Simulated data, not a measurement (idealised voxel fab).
Presented below is a process module, voxel transistor to metal.
Pictured: cross-section cut, 260 nm wide, on a grid of 5 nm square cells.
Reading order for cross-sections: top band down to bottom band. Underlying form: a grid of square cells. Band size: one or more rows of cells. The band entry comprises the height of the band's top followed by the height of its bottom, expressed in nm, and subsequently the band's materials from left to right, each stated together with its width in nm. Where a single material is marked with the word "all across", that material fills the band from edge to edge. The word "empty" represents empty space. Basically, 0 is our baseline, since under it the wafer straight out of the box is all one material. The bottom band has no lower end and keeps on going down, so it looks like "0 and below". The width entry "30->40" should be interpreted row by row: the top row of cells in the band takes the first number, the bottom row takes the second number, and the change between adjacent rows is uniform throughout. Where the words "no modifications" appear for a step, the cross-section shows no cell changed by that step; every cell remained as before. "Voids, enclosed": empty spaces of 8 cells or more with no open way to the top, each given as width x height at distance, distance from the left edge, all in nm. Heads up: the bit after the settings on a step's line is the simulator's remark on that step. For masked steps, "overlay nm" on the step line gives how far right of plan the mask actually lay; a minus sign means it lay to the left.

[The planned process steps are enumerated hereunder]
1: RECEIVE,material Si
2: OXIDIZE,depth nm 5
3: CONFORMAL_DEP,material SiN,thk nm 15
4: DIRECTIONAL_DEP,material aC,thk nm 10
5: PATTERN,tone cover,mask id ACTIVE,material resist,width nm 100,pitch nm 125,thk nm 30,overlay nm 0
6: DIRECTIONAL_ETCH,etch materials aC,depth nm 10
7: STRIP,etch materials resist
8: DIRECTIONAL_ETCH,etch materials SiN,depth nm 15
9: DIRECTIONAL_ETCH,etch materials SiO2,depth nm 5
10: DIRECTIONAL_ETCH,etch materials Si,depth nm 25
11: STRIP,etch materials aC
12: OXIDIZE,depth nm 5
13: FILL_DEP,material SiO2,thk nm 5
14: CMP,height nm 15
15: SELECTIVE_ETCH,etch materials SiO2,depth nm 10
16: STRIP,etch materials SiN
17: SELECTIVE_ETCH,etch materials SiO2,depth nm 5
18: OXIDIZE,depth nm 5
19: DIRECTIONAL_DEP,material polySi,thk nm 20
20: DIRECTIONAL_DEP,material SiCN,thk nm 10
21: DIRECTIONAL_DEP,material aC,thk nm 15
22: PATTERN,tone cover,mask id GATE,material resist,width nm 20,pitch nm 125,thk nm 30,overlay nm 0
23: DIRECTIONAL_ETCH,etch materials aC,depth nm 15
24: STRIP,etch materials resist
25: DIRECTIONAL_ETCH,etch materials SiCN,depth nm 20
26: DIRECTIONAL_ETCH,etch materials polySi,depth nm 30
27: STRIP,etch materials aC
28: CONFORMAL_DEP,material SiO2,thk nm 5
29: DIRECTIONAL_ETCH,etch materials SiO2,depth nm 5
30: CONFORMAL_DEP,material SiN,thk nm 5
31: DIRECTIONAL_ETCH,etch materials SiN,depth nm 5
32: DIRECTIONAL_ETCH,etch materials SiO2,depth nm 5
33: DIRECTIONAL_ETCH,etch materials Si,depth nm 15
34: EPI,material nSi,thk nm 20
35: FILL_DEP,material SiO2,thk nm 10
36: CMP,height nm 25
37: DIRECTIONAL_DEP,material SiO2,thk nm 10
38: DIRECTIONAL_DEP,material aC,thk nm 10
39: PATTERN,tone open,mask id CONTACT,material resist,width nm 20,thk nm 30,overlay nm 0
40: DIRECTIONAL_ETCH,etch materials aC,depth nm 10
41: STRIP,etch materials resist
42: DIRECTIONAL_ETCH,etch materials SiO2,depth nm 40
43: STRIP,etch materials aC
44: CONFORMAL_DEP,material TiN,thk nm 5
45: FILL_DEP,material W,thk nm 5
46: CMP,height nm 35
47: DIRECTIONAL_DEP,material TiN,thk nm 5
48: DIRECTIONAL_DEP,material W,thk nm 25
49: MASKED_ETCH,tone cover,mask id METAL_1,width nm 20,etch materials W,depth nm 25,overlay nm 0
50: MASKED_ETCH,tone cover,mask id METAL_1,width nm 20,etch materials TiN,depth nm 5,overlay nm 0
51: FILL_DEP,material SiO2,thk nm 10
52: CMP,height nm 65
53: CONFORMAL_DEP,material SiCN,thk nm 5

[Shown in cross-section is the wafer as received, that is, as it stands after step 1]
* 0 and below: Si all across
* Voids, enclosed: none

[Below is the wafer in cross-section after the module was completed. It began from the starting point shown above and followed the plan shown above, except that one mistake was made while running it]
* 70 down to 65: SiCN all across
* 65 down to 40: 20 nm SiO2, then 20 nm W, then 50 nm SiO2, then 20 nm W, then 35 nm SiO2, then 20 nm W, then 50 nm SiO2, then 20 nm W, then 25 nm SiO2
* 40 down to 35: 20 nm SiO2, then 20 nm TiN, then 50 nm SiO2, then 20 nm TiN, then 35 nm SiO2, then 20 nm TiN, then 50 nm SiO2, then 20 nm TiN, then 25 nm SiO2
* 35 down to 30: 20 nm SiO2, then 5 nm TiN, then 10 nm W, then 5 nm TiN, then 50 nm SiO2, then 5 nm TiN, then 10 nm W, then 5 nm TiN, then 35 nm SiO2, then 5 nm TiN, then 10 nm W, then 5 nm TiN, then 50 nm SiO2, then 5 nm TiN, then 10 nm W, then 5 nm TiN, then 25 nm SiO2
* 30 down to 25: 20 nm SiO2, then 20 nm TiN, then 50 nm SiO2, then 20 nm TiN, then 35 nm SiO2, then 20 nm TiN, then 50 nm SiO2, then 20 nm TiN, then 25 nm SiO2
* 25 down to 20: 55 nm SiCN, then 5 nm SiO2, then 10 nm SiN, then 5 nm SiO2, then 105 nm SiCN, then 5 nm SiO2, then 10 nm SiN, then 5 nm SiO2, then 60 nm SiCN
* 20 down to 15: 10 nm polySi, then 45 nm SiCN, then 5 nm SiO2, then 10 nm SiN, then 5 nm SiO2, then 45 nm SiCN, then 15 nm polySi, then 45 nm SiCN, then 5 nm SiO2, then 10 nm SiN, then 5 nm SiO2, then 45 nm SiCN, then 15 nm polySi
* 15 down to 0: 55 nm polySi, then 5 nm SiO2, then 10 nm SiN, then 5 nm SiO2, then 105 nm polySi, then 5 nm SiO2, then 10 nm SiN, then 5 nm SiO2, then 60 nm polySi
* 0 down to -5: 10 nm SiO2, then 45 nm polySi, then 5 nm SiO2, then 10 nm SiN, then 5 nm SiO2, then 45 nm polySi, then 15 nm SiO2, then 45 nm polySi, then 5 nm SiO2, then 10 nm SiN, then 5 nm SiO2, then 45 nm polySi, then 15 nm SiO2
* -5 down to -10: SiO2 all across
* -10 down to -35: 20 nm SiO2, then 90 nm Si, then 35 nm SiO2, then 90 nm Si, then 25 nm SiO2
* -35 and below: Si all across
* Voids, enclosed: none
Misprocessing identified: heads up, step 22 didn't go per plan, it actually ran as PATTERN,tone open,mask id GATE,material resist,width nm 20,pitch nm 125,thk nm 30,overlay nm 0
